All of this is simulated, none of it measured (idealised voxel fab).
process module | voxel spacer lines
cross-section cut | 225 nm wide | cells 5 nm
A cross-section is a grid of square cells, given in bands from the top down. A band is one or more rows of cells.
Each band's line starts with the height of the band's top and of its bottom, in nm. Then come its materials from left to right, each with its width in nm. One material with "throughout" fills the band from edge to edge. "air" is empty space.
Height 0 is the level under which the wafer as received is all one material. The lowest band goes on downwards, as in "0 down".
A width such as "30 to 40" changes by the same amount from each row of cells to the next, from the band's top row to its bottom row.
"no change" after a step means that no cell of the cross-section changed.
closed voids: empty space of 8 cells or more with no open way to the top, each as width x height at its distance from the left edge, in nm
after a step's settings: what the simulator itself notes on the step
overlay nm, on a step with a mask: how far to the right of its planned place the mask lay; to the left if negative
plan
1 op RECEIVE | material Si
2 op CONFORMAL_DEP | material Al2O3 | thk nm 5
3 op DIRECTIONAL_DEP | material SiN | thk nm 10
4 op DIRECTIONAL_DEP | material polySi | thk nm 25
5 op PATTERN | tone cover | mask id MANDREL | material resist | width nm 15 | pitch nm 80 | thk nm 30 | overlay nm 0
6 op DIRECTIONAL_ETCH | etch materials polySi | depth nm 25
7 op STRIP | etch materials resist
8 op CONFORMAL_DEP | material SiO2 | thk nm 15
9 op DIRECTIONAL_ETCH | etch materials SiO2 | depth nm 15
10 op STRIP | etch materials polySi
11 op DIRECTIONAL_ETCH | etch materials SiN | depth nm 10
12 op STRIP | etch materials SiO2
13 op FILL_DEP | material SiO2 | thk nm 5
14 op CMP | height nm 15
varied across the wafers: width nm of step 5. The plan shows the first wafer's value. All wafers start alike
first wafer as received, after step 1
  0 down: Si throughout
  closed voids: none
each wafer at the end: cells of each material gained (+) or lost (-) since it was received, then its closed voids
width nm 15 | +45 Al2O3 | +24 SiN | +66 SiO2 | closed voids: none
width nm 20 | +45 Al2O3 | +24 SiN | +66 SiO2 | closed voids: none
width nm 25 | +45 Al2O3 | +24 SiN | +66 SiO2 | closed voids: none
width nm 30 | +45 Al2O3 | +24 SiN | +66 SiO2 | closed voids: none
width nm 35 | +45 Al2O3 | +24 SiN | +66 SiO2 | closed voids: none
width nm 40 | +45 Al2O3 | +24 SiN | +66 SiO2 | closed voids: none
